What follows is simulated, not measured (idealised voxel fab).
Documented hereafter: the process module known as voxel transistor to metal.
Pictured: cross-section cut, 160 nm wide, on a grid of 5 nm square cells.
Notation: cross-section as square-cell grid; stated in bands, top first, going down; one or more cell rows per band.
Band entry format. Leading values: height of top, height of bottom, nm. Remainder: materials in left-to-right order, each with its width in nm. Special words: "all across" on a single material, which then fills the band edge to edge; "empty", empty space.
For the purposes of this specification, 0 denotes the height below which the wafer in its as-received condition is composed wholly of one material, and the lowermost band, lacking a lower limit, extends downward without end, as expressed in "0..down".
Quick explanation for "30->40": the width changes in equal steps down the rows of cells, from the first number in the band's top row to the second number in its bottom row.
A step reported as "remained the same" is a step in which no cell of the cross-section changed.
Each empty space that has no open way to the top and spans at least 8 cells appears under "Closed void inventory" as width x height at distance, the distance counted from the left edge, all in nm.
On each step's line, the part that comes after the settings is the simulator's own comment on the step.
overlay nm: how far to the right of its planned place the mask lay on this masked step (negative: to the left).

## plan
step 1: RECEIVE,material Si
step 2: CONFORMAL_DEP,material SiO2,thk nm 5
step 3: CONFORMAL_DEP,material SiN,thk nm 10
step 4: PATTERN,tone cover,mask id ACTIVE,material resist,width nm 100,thk nm 20,overlay nm 0
step 5: DIRECTIONAL_ETCH,etch materials SiN,depth nm 10
step 6: DIRECTIONAL_ETCH,etch materials SiO2,depth nm 5
step 7: DIRECTIONAL_ETCH,etch materials Si,depth nm 30
step 8: STRIP,etch materials resist
step 9: OXIDIZE,depth nm 5
step 10: FILL_DEP,material SiO2,thk nm 15
step 11: CMP,height nm 15
step 12: SELECTIVE_ETCH,etch materials SiO2,depth nm 5
step 13: STRIP,etch materials SiN
step 14: SELECTIVE_ETCH,etch materials SiO2,depth nm 5
step 15: OXIDIZE,depth nm 5
step 16: DIRECTIONAL_DEP,material polySi,thk nm 25
step 17: DIRECTIONAL_DEP,material SiCN,thk nm 15
step 18: DIRECTIONAL_DEP,material aC,thk nm 15
step 19: PATTERN,tone cover,mask id GATE,material resist,width nm 30,thk nm 30,overlay nm 0
step 20: DIRECTIONAL_ETCH,etch materials aC,depth nm 15
step 21: STRIP,etch materials resist
step 22: DIRECTIONAL_ETCH,etch materials SiCN,depth nm 25
step 23: DIRECTIONAL_ETCH,etch materials polySi,depth nm 35
step 24: STRIP,etch materials aC
step 25: CONFORMAL_DEP,material SiN,thk nm 5
step 26: DIRECTIONAL_ETCH,etch materials SiN,depth nm 5
step 27: DIRECTIONAL_ETCH,etch materials SiO2,depth nm 5
step 28: DIRECTIONAL_ETCH,etch materials Si,depth nm 15
step 29: EPI,material pSi,thk nm 15
step 30: FILL_DEP,material SiO2,thk nm 10
step 31: CMP,height nm 25
step 32: STRIP,etch materials polySi
step 33: SELECTIVE_ETCH,etch materials SiO2,depth nm 5
step 34: CONFORMAL_DEP,material HfO2,thk nm 5
step 35: CONFORMAL_DEP,material TiN,thk nm 5
step 36: FILL_DEP,material W,thk nm 5
step 37: CMP,height nm 20
step 38: DIRECTIONAL_DEP,material SiO2,thk nm 10
step 39: MASKED_ETCH,tone open,mask id CONTACT,width nm 15,pitch nm 75,etch materials SiO2,depth nm 35,overlay nm 0
step 40: CONFORMAL_DEP,material TiN,thk nm 5
step 41: FILL_DEP,material Ru,thk nm 5
step 42: CMP,height nm 30
step 43: CONFORMAL_DEP,material SiN,thk nm 5
step 44: DIRECTIONAL_DEP,material SiO2,thk nm 25
step 45: PATTERN,tone open,mask id METAL_1,material resist,width nm 15,pitch nm 75,thk nm 20,overlay nm 0
step 46: DIRECTIONAL_ETCH,etch materials SiO2,depth nm 25
step 47: DIRECTIONAL_ETCH,etch materials SiN,depth nm 5
step 48: STRIP,etch materials resist
step 49: CONFORMAL_DEP,material TiN,thk nm 5
step 50: FILL_DEP,material Cu,thk nm 10
step 51: CMP,height nm 60
step 52: EPI,material Ru,thk nm 5
step 53: FILL_DEP,material SiCN,thk nm 5

## Cross-sectional view of the wafer in its as-received condition, corresponding to the state after step 1
0..down = Si all across
Closed void inventory: none

## Here's the cross-section of the first of our two wafers at the end of the module - it ran as planned
70..65 = SiCN all across
65..60 = SiCN 30 nm  Ru 25 nm  SiCN 50 nm  Ru 25 nm  SiCN 30 nm
60..35 = SiO2 35 nm  TiN 5 nm  Cu 5 nm  TiN 5 nm  SiO2 60 nm  TiN 5 nm  Cu 5 nm  TiN 5 nm  SiO2 35 nm
35..30 = SiN 35 nm  TiN 15 nm  SiN 60 nm  TiN 15 nm  SiN 35 nm
30..20 = SiO2 35 nm  TiN 5 nm  Ru 5 nm  TiN 5 nm  SiO2 60 nm  TiN 5 nm  Ru 5 nm  TiN 5 nm  SiO2 35 nm
20..15 = SiO2 35 nm  TiN 5 nm  Ru 5 nm  TiN 5 nm  SiO2 10 nm  SiN 5 nm  HfO2 5 nm  TiN 5 nm  W 10 nm  TiN 5 nm  HfO2 5 nm  SiN 5 nm  SiO2 10 nm  TiN 5 nm  Ru 5 nm  TiN 5 nm  SiO2 35 nm
15..10 = SiO2 35 nm  TiN 15 nm  SiO2 10 nm  SiN 5 nm  HfO2 5 nm  TiN 5 nm  W 10 nm  TiN 5 nm  HfO2 5 nm  SiN 5 nm  SiO2 10 nm  TiN 15 nm  SiO2 35 nm
10..5 = SiO2 35 nm  TiN 10 nm  pSi 15 nm  SiN 5 nm  HfO2 5 nm  TiN 5 nm  W 10 nm  TiN 5 nm  HfO2 5 nm  SiN 5 nm  pSi 15 nm  TiN 10 nm  SiO2 35 nm
5..0 = SiO2 25 nm  SiN 5 nm  SiO2 5 nm  TiN 10 nm  pSi 15 nm  SiN 5 nm  HfO2 5 nm  TiN 20 nm  HfO2 5 nm  SiN 5 nm  pSi 15 nm  TiN 10 nm  SiO2 5 nm  SiN 5 nm  SiO2 25 nm
0..-5 = SiO2 35 nm  TiN 10 nm  pSi 15 nm  HfO2 40 nm  pSi 15 nm  TiN 10 nm  SiO2 35 nm
-5..-20 = SiO2 35 nm  pSi 25 nm  Si 40 nm  pSi 25 nm  SiO2 35 nm
-20..-35 = SiO2 35 nm  Si 90 nm  SiO2 35 nm
-35..down = Si all across
Closed void inventory: none

## End-of-module cross-section of the second wafer: identical starting point and process plan to the first, with one processing mistake
70..65 = SiCN all across
65..60 = SiCN 30 nm  Ru 25 nm  SiCN 50 nm  Ru 25 nm  SiCN 30 nm
60..35 = SiO2 35 nm  TiN 5 nm  Cu 5 nm  TiN 5 nm  SiO2 60 nm  TiN 5 nm  Cu 5 nm  TiN 5 nm  SiO2 35 nm
35..30 = SiN 35 nm  TiN 15 nm  SiN 60 nm  TiN 15 nm  SiN 35 nm
30..20 = SiO2 35 nm  TiN 5 nm  Ru 10 nm  TiN 5 nm  SiO2 55 nm  TiN 5 nm  Ru 10 nm  TiN 5 nm  SiO2 30 nm
20..15 = SiO2 35 nm  TiN 5 nm  Ru 10 nm  TiN 5 nm  SiO2 5 nm  SiN 5 nm  HfO2 5 nm  TiN 5 nm  W 10 nm  TiN 5 nm  HfO2 5 nm  SiN 5 nm  SiO2 10 nm  TiN 5 nm  Ru 10 nm  TiN 5 nm  SiO2 30 nm
15..10 = SiO2 35 nm  TiN 20 nm  SiO2 5 nm  SiN 5 nm  HfO2 5 nm  TiN 5 nm  W 10 nm  TiN 5 nm  HfO2 5 nm  SiN 5 nm  SiO2 10 nm  TiN 10 nm  Ru 5 nm  TiN 5 nm  SiO2 30 nm
10..5 = SiO2 35 nm  TiN 10 nm  pSi 15 nm  SiN 5 nm  HfO2 5 nm  TiN 5 nm  W 10 nm  TiN 5 nm  HfO2 5 nm  SiN 5 nm  pSi 15 nm  TiN 5 nm  Ru 5 nm  TiN 5 nm  SiO2 30 nm
5..0 = SiO2 25 nm  SiN 5 nm  SiO2 5 nm  TiN 10 nm  pSi 15 nm  SiN 5 nm  HfO2 5 nm  TiN 20 nm  HfO2 5 nm  SiN 5 nm  pSi 15 nm  TiN 5 nm  Ru 5 nm  TiN 5 nm  SiN 5 nm  SiO2 25 nm
0..-5 = SiO2 35 nm  TiN 10 nm  pSi 15 nm  HfO2 40 nm  pSi 15 nm  TiN 15 nm  SiO2 30 nm
-5..-20 = SiO2 35 nm  pSi 25 nm  Si 40 nm  pSi 25 nm  SiO2 35 nm
-20..-35 = SiO2 35 nm  Si 90 nm  SiO2 35 nm
-35..down = Si all across
Closed void inventory: none
Run error: planned and actual differ for step 39; actual: MASKED_ETCH,tone open,mask id CONTACT,width nm 20,pitch nm 75,etch materials SiO2,depth nm 35,overlay nm 0
Materials where the second wafer ends with more or fewer cells than the first: 9 more of Ru | 11 fewer of SiO2 | 2 more of TiN
